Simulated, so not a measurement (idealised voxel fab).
This is a process module. Its name is voxel capacitor over wiring.
This is section cut - it's 195 nm across, gridded in 5 nm square cells.
For the purposes of this document, a cross-section shall be understood as a grid of square cells, specified as bands listed in top-to-bottom order, each band consisting of one or more rows of cells. This entry defines a band. It first specifies the height of the band's top and the height of its bottom in nm, and then specifies the band's materials from left to right, stating each material with its width in nm. The word "throughout" identifies a single material that fills the band from edge to edge, while the word "empty" identifies empty space. Ref level 0: as-received wafer is one material below here. Bottom band extends down with no lower bound ("0..down"). So if you see something like "30..40" for the width, read it as the top row of the band sitting at the first number and the bottom row at the second, with every row in between moving by the same amount as the last. What does "remained unchanged" mean for a step? It means no cell of the cross-section changed in that step. Reported under the label "Closed cavities" are the empty spaces having no open way to the top and comprising 8 cells or more; the notation for each is width x height at distance, in which the distance is measured from the left edge and all three values are in nm. What comes after the settings on a step's line is commentary from the simulator itself on that step. overlay nm: right-of-plan distance of the mask on a masked step; negative values mean left-of-plan.
Intended process steps
1. RECEIVE | material Si
2. CONFORMAL_DEP | material SiO2 | thk nm 15
3. CONFORMAL_DEP | material SiN | thk nm 5
4. DIRECTIONAL_DEP | material lowk | thk nm 15
5. DIRECTIONAL_DEP | material aC | thk nm 15
6. PATTERN | tone open | mask id METAL_1 | material resist | width nm 30 | pitch nm 80 | thk nm 30 | overlay nm 0
7. DIRECTIONAL_ETCH | etch materials aC | depth nm 15
8. STRIP | etch materials resist
9. DIRECTIONAL_ETCH | etch materials lowk | depth nm 15
10. DIRECTIONAL_ETCH | etch materials SiN | depth nm 5
11. STRIP | etch materials aC
12. CONFORMAL_DEP | material TiN | thk nm 5
13. FILL_DEP | material Ru | thk nm 10
14. CMP | height nm 35
15. CONFORMAL_DEP | material SiCN | thk nm 5
16. DIRECTIONAL_DEP | material SiO2 | thk nm 15
17. MASKED_ETCH | tone open | mask id PLUG_1 | width nm 15 | etch materials SiO2 | depth nm 15 | overlay nm 0
18. MASKED_ETCH | tone open | mask id PLUG_1 | width nm 15 | etch materials SiCN | depth nm 5 | overlay nm 0
19. EPI | material Ru | thk nm 10
20. EPI | material Ru | thk nm 10
21. DIRECTIONAL_DEP | material TiN | thk nm 5
22. DIRECTIONAL_DEP | material HfO2 | thk nm 5
23. DIRECTIONAL_DEP | material TiN | thk nm 5
24. MASKED_ETCH | tone cover | mask id UPPER_PLATE | width nm 55 | etch materials TiN | depth nm 5 | overlay nm 0
25. MASKED_ETCH | tone cover | mask id UPPER_PLATE | width nm 55 | etch materials HfO2 | depth nm 5 | overlay nm 0
26. MASKED_ETCH | tone cover | mask id LOWER_PLATE | width nm 65 | etch materials TiN | depth nm 5 | overlay nm 0
27. FILL_DEP | material SiO2 | thk nm 20
28. CMP | height nm 85
29. PATTERN | tone open | mask id PLUG_2 | material resist | width nm 15 | thk nm 15 | overlay nm 0
30. DIRECTIONAL_ETCH | etch materials SiO2 | depth nm 15
31. STRIP | etch materials resist
32. CONFORMAL_DEP | material TiN | thk nm 5
33. FILL_DEP | material W | thk nm 5
34. CMP | height nm 85
35. CONFORMAL_DEP | material SiCN | thk nm 5
Cross-section of the incoming wafer, state after step 1
    0..down | Si throughout
    Closed cavities: none
The cross-section shown corresponds to the wafer at the conclusion of the module. The initial structure and the process plan are those presented above; however, one mistake occurred in executing the plan
    90..85 | SiCN throughout
    85..75 | 65..55 nm SiO2, 15..25 nm TiN, 115 nm SiO2
    75..70 | 55 nm SiO2, 25 nm HfO2, 115 nm SiO2
    70..65 | 50 nm SiO2, 60 nm TiN, 85 nm SiO2
    65..60 | 45 nm SiO2, 35 nm Ru, 30 nm HfO2, 85 nm SiO2
    60..55 | 45 nm SiO2, 35 nm Ru, 35 nm TiN, 80 nm SiO2
    55..40 | 55 nm SiO2, 15 nm Ru, 125 nm SiO2
    40..35 | 55 nm SiCN, 15 nm Ru, 125 nm SiCN
    35..20 | 40 nm lowk, 5 nm TiN, 20 nm Ru, 5 nm TiN, 50 nm lowk, 5 nm TiN, 20 nm Ru, 5 nm TiN, 45 nm lowk
    20..15 | 40 nm SiN, 30 nm TiN, 50 nm SiN, 30 nm TiN, 45 nm SiN
    15..0 | SiO2 throughout
    0..down | Si throughout
    Closed cavities: none
Here's what went sideways: of the identical steps 19 and 20, one was run twice, which one not being known
